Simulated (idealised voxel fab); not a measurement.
process module | voxel gate over fins
290 nm wide, 5 nm square cells: that's cross-section cut.
Bands, listed from the top down, are how a cross-section gets written in this document; the cross-section itself is a grid of square cells, and a band is one or more rows of them.
Heads up on the band format: heights come first, top then bottom, in nm. After that it's the materials left to right, each with its width in nm. A single material flagged "everywhere" fills the whole band edge to edge, and "air" means there's empty space there.
Heights are reckoned from 0. Under this level, the received wafer is all of one material. The bottommost band is open-ended downward, for example "0 nm and below".
Top row gets the first number, bottom row gets the second, and each row in between changes by the same step: that is how a band width like "30..40" works.
No cell of the cross-section changed in a step that is given as "changes: none".
Look at "Closed void catalog" for the closed voids: empty spaces with no open path to the top, sized 8 cells or up. Each is width x height at distance, distance from the left edge, all nm.
Text after the settings on a step's line: the simulator's own remark on that step.
overlay nm: mask right of planned place by this much (step with mask). Neg. = left.
PROCESS STEPS (PLANNED)
1. RECEIVE with material Si
2. CONFORMAL_DEP with material SiN, thk nm 5
3. PATTERN with tone cover, mask id FINS, material resist, width nm 15, pitch nm 40, thk nm 15, overlay nm 0
4. DIRECTIONAL_ETCH with etch materials SiN, depth nm 5
5. DIRECTIONAL_ETCH with etch materials Si, depth nm 35
6. STRIP with etch materials resist
7. OXIDIZE with depth nm 5
8. FILL_DEP with material SiO2, thk nm 5
9. CMP with height nm 5
10. SELECTIVE_ETCH with etch materials SiO2, depth nm 20
11. STRIP with etch materials SiN
12. CONFORMAL_DEP with material HfO2, thk nm 5
13. CONFORMAL_DEP with material TiN, thk nm 5
14. FILL_DEP with material W, thk nm 15
15. CMP with height nm 20
16. CONFORMAL_DEP with material SiN, thk nm 10
INCOMING WAFER, CROSS-SECTIONAL VIEW, POST STEP 1
	0 nm and below | Si everywhere
	Closed void catalog: none
THE CROSS-SECTION SHOWN CORRESPONDS TO THE WAFER AT THE CONCLUSION OF THE MODULE. THE INITIAL STRUCTURE AND THE PROCESS PLAN ARE THOSE PRESENTED ABOVE; HOWEVER, ONE MISTAKE OCCURRED IN EXECUTING THE PLAN
	30 nm to 20 nm | SiN everywhere
	20 nm to 5 nm | W everywhere
	5 nm to 0 nm | W 75 | TiN 15 | W 25 | TiN 15 | W 25 | TiN 15 | W 25 | TiN 15 | W 80
	0 nm to -10 nm | W 75 | TiN 5 | Si 5 | TiN 5 | W 25 | TiN 5 | Si 5 | TiN 5 | W 25 | TiN 5 | Si 5 | TiN 5 | W 25 | TiN 5 | Si 5 | TiN 5 | W 80
	-10 nm to -15 nm | TiN 80 | Si 5 | TiN 35 | Si 5 | TiN 35 | Si 5 | TiN 35 | Si 5 | TiN 85
	-15 nm to -40 nm | SiO2 80 | Si 5 | SiO2 35 | Si 5 | SiO2 35 | Si 5 | SiO2 35 | Si 5 | SiO2 85
	-40 nm and below | Si everywhere
	Closed void catalog: none
Here's what went sideways: step 12 of the plan never got run, it was skipped over
